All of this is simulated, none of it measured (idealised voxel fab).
Process module under the name voxel ribs on slabs
The figure presents cross-section cut, which has a width of 265 nm and is divided into square cells with an edge length of 5 nm.
Cross-section, as written here: a square-cell grid given band by band from the top down, where a band holds one or more rows of cells.
Top, bottom (nm), then materials left to right with widths (nm); lone material tagged "throughout" fills the whole band edge to edge; "air" = empty space.
Heights are reckoned from 0. Under this level, the received wafer is all of one material. The bottommost band is open-ended downward, for example "z 0 and below".
Top row gets the first number, bottom row gets the second, and each row in between changes by the same step: that is how a band width like "30->40" works.
Basically "nothing changed" means that step didn't change any cell in the cross-section.
Each empty space that has no open way to the top and spans at least 8 cells appears under "Sealed voids" as width x height at distance, the distance counted from the left edge, all in nm.
Read whatever lies past the settings on a step's line as the simulator's own remark about the step.
If you see "overlay nm" on a step's line and that step has a mask, it's telling you how far right of where it was planned the mask ended up; a negative number means it went left instead.
What follows is a series of pairs. Each pair shows a cross-section before one process step and the cross-section after it, and the after view is drawn only down to the lowest band that changed. Beneath each pair is the step that lies between the two, with its settings. Pairs may come from different runs of this module on the same starting wafer, so a pair continues from the one above it only where its entry headed "Before the step" says so.

# Before the step
  z 50 to 40 = air=90, polySi=30, air=25, polySi=30, air=90
  z 40 to 30 = polySi throughout
  z 30 to 0 = SiO2 throughout
  z 0 and below = Si throughout
  Sealed voids: none

# Section After Processing
  z 80 to 50 = SiO2 throughout
  z 50 to 40 = SiO2=90, polySi=30, SiO2=25, polySi=30, SiO2=90
  Lower than 40, everything is as it was.
  Sealed voids: none
Step linking the sections shown: FILL_DEP (material SiO2; thk nm 30)

Before the step: The structure entering this step is exactly what the pair just above shows after its step.

# Section After Processing
  z 70 to 50 = SiO2 throughout
  Lower than 50, everything is as it was.
  Sealed voids: none
Step linking the sections shown: CMP (height nm 70)

Before the step: The structure entering this step is exactly what the pair just above shows after its step.

# Section After Processing
  z 75 to 70 = TiN throughout
  Lower than 70, everything is as it was.
  Sealed voids: none
Step linking the sections shown: DIRECTIONAL_DEP (material TiN; thk nm 5)

Before the step: The structure entering this step is exactly what the pair just above shows after its step.

# Section After Processing
  z 85 to 75 = aC throughout
  Lower than 75, everything is as it was.
  Sealed voids: none
Step linking the sections shown: DIRECTIONAL_DEP (material aC; thk nm 10)

Before the step: The structure entering this step is exactly what the pair just above shows after its step.

# Section After Processing
  z 115 to 85 = air=115, resist=35, air=115
  Lower than 85, everything is as it was.
  Sealed voids: none
Step linking the sections shown: PATTERN (tone cover; mask id HEATER; material resist; width nm 35; thk nm 30; overlay nm 0)

Before the step: The structure entering this step is exactly what the pair just above shows after its step.

# Section After Processing
  z 105 to 85 = air=115, resist=35, air=115
  z 85 to 75 = air=115, aC=35, air=115
  Lower than 75, everything is as it was.
  Sealed voids: none
Step linking the sections shown: DIRECTIONAL_ETCH (etch materials aC; depth nm 10)

Before the step: The structure entering this step is exactly what the pair just above shows after its step.

# Section After Processing
  z 85 to 75 = air=115, aC=35, air=115
  Lower than 75, everything is as it was.
  Sealed voids: none
Step linking the sections shown: STRIP (etch materials resist)

Before the step: The structure entering this step is exactly what the pair just above shows after its step.

# Section After Processing
  z 85 to 75 = air=115, aC=35, air=115
  z 75 to 70 = air=115, TiN=35, air=115
  Lower than 70, everything is as it was.
  Sealed voids: none
Step linking the sections shown: DIRECTIONAL_ETCH (etch materials TiN; depth nm 5)

Before the step: The structure entering this step is exactly what the pair just above shows after its step.

# Section After Processing
  z 75 to 70 = air=115, TiN=35, air=115
  Lower than 70, everything is as it was.
  Sealed voids: none
Step linking the sections shown: STRIP (etch materials aC)

Before the step: The structure entering this step is exactly what the pair just above shows after its step.

# Section After Processing
  z 80 to 75 = air=110, SiN=45, air=110
  z 75 to 70 = SiN=115, TiN=35, SiN=115
  Lower than 70, everything is as it was.
  Sealed voids: none
Step linking the sections shown: CONFORMAL_DEP (material SiN; thk nm 5)
